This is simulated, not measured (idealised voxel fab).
process module | voxel trench capacitor
cross-section cut | 285 nm wide | cells 5 nm
A cross-section is a grid of square cells, given in bands from the top down. A band is one or more rows of cells.
Each band's line starts with the height of the band's top and of its bottom, in nm. Then come its materials from left to right, each with its width in nm. One material with "throughout" fills the band from edge to edge. "air" is empty space.
Height 0 is the level under which the wafer as received is all one material. The lowest band goes on downwards, as in "0 down".
A width such as "30 to 40" changes by the same amount from each row of cells to the next, from the band's top row to its bottom row.
"no change" after a step means that no cell of the cross-section changed.
closed voids: empty space of 8 cells or more with no open way to the top, each as width x height at its distance from the left edge, in nm
after a step's settings: what the simulator itself notes on the step
overlay nm, on a step with a mask: how far to the right of its planned place the mask lay; to the left if negative
plan
1 op RECEIVE | material Si
2 op CONFORMAL_DEP | material SiN | thk nm 10
3 op DIRECTIONAL_DEP | material aC | thk nm 10
4 op PATTERN | tone open | mask id TRENCH | material resist | width nm 25 | pitch nm 50 | thk nm 30 | overlay nm 0
5 op DIRECTIONAL_ETCH | etch materials aC | depth nm 10
6 op STRIP | etch materials resist
7 op DIRECTIONAL_ETCH | etch materials SiN | depth nm 10
8 op DIRECTIONAL_ETCH | etch materials Si | depth nm 30
9 op STRIP | etch materials aC
10 op CONFORMAL_DEP | material SiO2 | thk nm 5
11 op FILL_DEP | material polySi | thk nm 10
12 op CMP | height nm 10
as received, after step 1
  0 down: Si throughout
  closed voids: none
first wafer at the end, as planned
  10 to 0: SiN 105 | SiO2 5 | polySi 15 | SiO2 5 | SiN 25 | SiO2 5 | polySi 15 | SiO2 5 | SiN 105
  0 to -25: Si 105 | SiO2 5 | polySi 15 | SiO2 5 | Si 25 | SiO2 5 | polySi 15 | SiO2 5 | Si 105
  -25 to -30: Si 105 | SiO2 25 | Si 25 | SiO2 25 | Si 105
  -30 down: Si throughout
  closed voids: none
second wafer at the end: like start, like plan, one mistake
  10 to 0: SiN 105 | SiO2 5 | polySi 20 | SiO2 5 | SiN 20 | SiO2 5 | polySi 20 | SiO2 5 | SiN 100
  0 to -25: Si 105 | SiO2 5 | polySi 20 | SiO2 5 | Si 20 | SiO2 5 | polySi 20 | SiO2 5 | Si 100
  -25 to -30: Si 105 | SiO2 30 | Si 20 | SiO2 30 | Si 100
  -30 down: Si throughout
  closed voids: none
what went wrong: step 4 ran as: op PATTERN | tone open | mask id TRENCH | material resist | width nm 30 | pitch nm 50 | thk nm 30 | overlay nm 0
at the end the second wafer has, in cells: 12 fewer of Si | 4 fewer of SiN | 2 more of SiO2 | 14 more of polySi
